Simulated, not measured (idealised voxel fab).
The process module presented herein is designated voxel fin reveal.
The cross-section shown here is cut; it is 190 nm wide and divided into square cells measuring 5 nm on a side.
Cross-section, as written here: a square-cell grid given band by band from the top down, where a band holds one or more rows of cells. What a band's entry tells you: where the top is and where the bottom is, as heights in nm, and after that what lies inside, material by material from left to right, each with its width in nm. Empty space is written as the word "blank", and a single material marked with the word "throughout" occupies the band from edge to edge. Heads up on the height convention: 0 is the point under which the incoming wafer is all one material, and the lowest band has no bottom, it just keeps going down, like "z 0 and below". Quick explanation for "30 to 40": the width changes in equal steps down the rows of cells, from the first number in the band's top row to the second number in its bottom row. "no modification" for a step: no cell of the cross-section changed in that step. Closed-off voids of 8+ cells (no open route to the top) go in "Closed void entries", written width x height at distance from the left edge, in nm. Step line, after settings: the simulator's comment on this step. When a step includes a mask, the "overlay nm" setting on its line states how far to the right of its planned place that mask lay, and negative values state how far to the left.

## The planned process steps are enumerated hereunder
1 RECEIVE | material Si
2 CONFORMAL_DEP | material SiN | thk nm 10
3 DIRECTIONAL_DEP | material aC | thk nm 10
4 PATTERN | tone cover | mask id FINS | material resist | width nm 15 | pitch nm 40 | thk nm 25 | overlay nm 0
5 DIRECTIONAL_ETCH | etch materials aC | depth nm 10
6 STRIP | etch materials resist
7 DIRECTIONAL_ETCH | etch materials SiN | depth nm 10
8 DIRECTIONAL_ETCH | etch materials Si | depth nm 30
9 STRIP | etch materials aC
10 FILL_DEP | material SiO2 | thk nm 10
11 CMP | height nm 10
12 SELECTIVE_ETCH | etch materials SiO2 | depth nm 20
13 STRIP | etch materials SiN
14 CONFORMAL_DEP | material SiO2 | thk nm 5

## So, the first of our two wafers, run just as we planned it

## Delivered wafer in cross-section: state after step 1
z 0 and below = Si throughout
Closed void entries: none

## Cross-section of the wafer after step 2
z 10 to 0 = SiN throughout
Below 0, no change.

## Cross-section of the wafer after step 3
z 20 to 10 = aC throughout
Below 10, no change.

## Cross-section of the wafer after step 4
z 45 to 20 = 65 nm blank  15 nm resist  25 nm blank  15 nm resist  70 nm blank
Below 20, no change.

## Cross-section of the wafer after step 5
z 35 to 20 = 65 nm blank  15 nm resist  25 nm blank  15 nm resist  70 nm blank
z 20 to 10 = 65 nm blank  15 nm aC  25 nm blank  15 nm aC  70 nm blank
Below 10, no change.

## Cross-section of the wafer after step 6
z 20 to 10 = 65 nm blank  15 nm aC  25 nm blank  15 nm aC  70 nm blank
Below 10, no change.

## Cross-section of the wafer after step 7
z 20 to 10 = 65 nm blank  15 nm aC  25 nm blank  15 nm aC  70 nm blank
z 10 to 0 = 65 nm blank  15 nm SiN  25 nm blank  15 nm SiN  70 nm blank
Below 0, no change.

## Cross-section of the wafer after step 8
z 20 to 10 = 65 nm blank  15 nm aC  25 nm blank  15 nm aC  70 nm blank
z 10 to 0 = 65 nm blank  15 nm SiN  25 nm blank  15 nm SiN  70 nm blank
z 0 to -30 = 65 nm blank  15 nm Si  25 nm blank  15 nm Si  70 nm blank
Below -30, no change.

## Cross-section of the wafer after step 9
z 10 to 0 = 65 nm blank  15 nm SiN  25 nm blank  15 nm SiN  70 nm blank
Below 0, no change.

## Cross-section of the wafer after step 10
z 20 to 10 = SiO2 throughout
z 10 to 0 = 65 nm SiO2  15 nm SiN  25 nm SiO2  15 nm SiN  70 nm SiO2
z 0 to -30 = 65 nm SiO2  15 nm Si  25 nm SiO2  15 nm Si  70 nm SiO2
Below -30, no change.

## Cross-section of the wafer after step 11
z 10 to 0 = 65 nm SiO2  15 nm SiN  25 nm SiO2  15 nm SiN  70 nm SiO2
Below 0, no change.

## Cross-section of the wafer after step 12
z 10 to 0 = 65 nm blank  15 nm SiN  25 nm blank  15 nm SiN  70 nm blank
z 0 to -10 = 65 nm blank  15 nm Si  25 nm blank  15 nm Si  70 nm blank
Below -10, no change.

## Cross-section of the wafer after step 13
z 0 to -10 = 65 nm blank  15 nm Si  25 nm blank  15 nm Si  70 nm blank
Below -10, no change.

## Cross-section of the wafer after step 14
z 5 to 0 = 60 nm blank  25 nm SiO2  15 nm blank  25 nm SiO2  65 nm blank
z 0 to -5 = 60 nm blank  5 nm SiO2  15 nm Si  5 nm SiO2  15 nm blank  5 nm SiO2  15 nm Si  5 nm SiO2  65 nm blank
z -5 to -30 = 65 nm SiO2  15 nm Si  25 nm SiO2  15 nm Si  70 nm SiO2
Below -30, no change.

## Second wafer: same start and same plan as the first, one execution error; identical to the first through step 7

## Planned end of step 8: second wafer, cross-section
z 20 to 10 = 65 nm blank  15 nm aC  25 nm blank  15 nm aC  70 nm blank
z 10 to 0 = 65 nm blank  15 nm SiN  25 nm blank  15 nm SiN  70 nm blank
z 0 to -60 = 65 nm blank  15 nm Si  25 nm blank  15 nm Si  70 nm blank
Below -60, no change.

## Planned end of step 9: second wafer, cross-section
z 10 to 0 = 65 nm blank  15 nm SiN  25 nm blank  15 nm SiN  70 nm blank
Below 0, no change.

## Planned end of step 10: second wafer, cross-section
z 20 to 10 = SiO2 throughout
z 10 to 0 = 65 nm SiO2  15 nm SiN  25 nm SiO2  15 nm SiN  70 nm SiO2
z 0 to -60 = 65 nm SiO2  15 nm Si  25 nm SiO2  15 nm Si  70 nm SiO2
Below -60, no change.

## Planned end of step 11: second wafer, cross-section
z 10 to 0 = 65 nm SiO2  15 nm SiN  25 nm SiO2  15 nm SiN  70 nm SiO2
Below 0, no change.

## Planned end of step 12: second wafer, cross-section
z 10 to 0 = 65 nm blank  15 nm SiN  25 nm blank  15 nm SiN  70 nm blank
z 0 to -10 = 65 nm blank  15 nm Si  25 nm blank  15 nm Si  70 nm blank
Below -10, no change.

## Planned end of step 13: second wafer, cross-section
z 0 to -10 = 65 nm blank  15 nm Si  25 nm blank  15 nm Si  70 nm blank
Below -10, no change.

## Planned end of step 14: second wafer, cross-section
z 5 to 0 = 60 nm blank  25 nm SiO2  15 nm blank  25 nm SiO2  65 nm blank
z 0 to -5 = 60 nm blank  5 nm SiO2  15 nm Si  5 nm SiO2  15 nm blank  5 nm SiO2  15 nm Si  5 nm SiO2  65 nm blank
z -5 to -60 = 65 nm SiO2  15 nm Si  25 nm SiO2  15 nm Si  70 nm SiO2
Below -60, no change.
The plan and the run diverged here: step 8 of the plan was performed twice
Wafer comparison, final, in cells, second relative to first, materials more or fewer: Si: 192 fewer | SiO2: 192 more
